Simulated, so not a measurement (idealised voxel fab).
Module name: voxel self aligned vias (process module)
250 nm wide, 5 nm square cells: that's cross-section cut.
Throughout this document, each cross-section is represented as a grid of square cells and is presented as a sequence of bands enumerated from the top downward, where a band comprises one or more rows of cells. Within each band entry, the heights of the top and of the bottom of the band appear first, in that order and in nm; the materials of the band then follow from left to right, each with its corresponding width in nm. The designation "throughout" on a single material indicates that it fills the band from edge to edge; the designation "blank" indicates empty space. Basically, 0 is our baseline, since under it the wafer straight out of the box is all one material. The bottom band has no lower end and keeps on going down, so it looks like "0 -> down". A width given as "30->40" starts at the first number in the band's top row and ends at the second number in its bottom row, shifting by an equal amount at every step from row to row. Where the words "nothing got changed" appear for a step, the cross-section shows no cell changed by that step; every cell remained as before. Look at "Cavities, sealed" for the closed voids: empty spaces with no open path to the top, sized 8 cells or up. Each is width x height at distance, distance from the left edge, all nm. Anything after a step's settings on that line? It's the simulator's own note about the step. overlay nm: mask offset rightward from planned place, masked step; negative means leftward offset.
### This section lists the process steps that were planned
1: RECEIVE (material Si)
2: CONFORMAL_DEP (material SiO2; thk nm 10)
3: CONFORMAL_DEP (material SiCN; thk nm 5)
4: DIRECTIONAL_DEP (material lowk; thk nm 30)
5: DIRECTIONAL_DEP (material aC; thk nm 10)
6: PATTERN (tone open; mask id LINES; material resist; width nm 20; pitch nm 70; thk nm 25; overlay nm 0)
7: DIRECTIONAL_ETCH (etch materials aC; depth nm 10)
8: STRIP (etch materials resist)
9: DIRECTIONAL_ETCH (etch materials lowk; depth nm 30)
10: STRIP (etch materials aC)
11: CONFORMAL_DEP (material TiN; thk nm 5)
12: FILL_DEP (material Ru; thk nm 10)
13: CMP (height nm 45)
14: SELECTIVE_ETCH (etch materials W Ru TiN; depth nm 10)
15: FILL_DEP (material SiN; thk nm 10)
16: CMP (height nm 45)
17: DIRECTIONAL_DEP (material lowk; thk nm 15)
18: DIRECTIONAL_DEP (material aC; thk nm 10)
19: PATTERN (tone open; mask id VIAS; material resist; width nm 40; pitch nm 70; thk nm 25; overlay nm 0)
20: DIRECTIONAL_ETCH (etch materials aC; depth nm 10)
21: STRIP (etch materials resist)
22: DIRECTIONAL_ETCH (etch materials lowk; depth nm 15)
23: DIRECTIONAL_ETCH (etch materials SiN; depth nm 10)
24: STRIP (etch materials aC)
25: CONFORMAL_DEP (material TiN; thk nm 5)
26: FILL_DEP (material Ru; thk nm 5)
27: CMP (height nm 60)
28: CONFORMAL_DEP (material SiCN; thk nm 5)
### Cross-section of the wafer at receipt, which is the condition after step 1
  0 -> down  Si throughout
  Cavities, sealed: none
### Result of the module, cross-sectioned: start per above, plan per above, one error in how it was run
  65 -> 60  SiCN throughout
  60 -> 50  65 nm lowk | 5 nm TiN | 30 nm Ru | 5 nm TiN | 30 nm lowk | 5 nm TiN | 30 nm Ru | 5 nm TiN | 75 nm lowk
  50 -> 40  65->80 nm lowk | 20->5 nm TiN | 10 nm Ru | 10->5 nm TiN | 30->50 nm lowk | 20->5 nm TiN | 10 nm Ru | 10->5 nm TiN | 75->80 nm lowk
  40 -> 35  80 nm lowk | 20 nm TiN | 50 nm lowk | 20 nm TiN | 80 nm lowk
  35 -> 20  80 nm lowk | 5 nm TiN | 10 nm Ru | 5 nm TiN | 50 nm lowk | 5 nm TiN | 10 nm Ru | 5 nm TiN | 80 nm lowk
  20 -> 15  80 nm lowk | 20 nm TiN | 50 nm lowk | 20 nm TiN | 80 nm lowk
  15 -> 10  SiCN throughout
  10 -> 0  SiO2 throughout
  0 -> down  Si throughout
  Cavities, sealed: none
Diagnosis: step 19 ran as: PATTERN (tone open; mask id VIAS; material resist; width nm 40; pitch nm 70; thk nm 25; overlay nm -5)
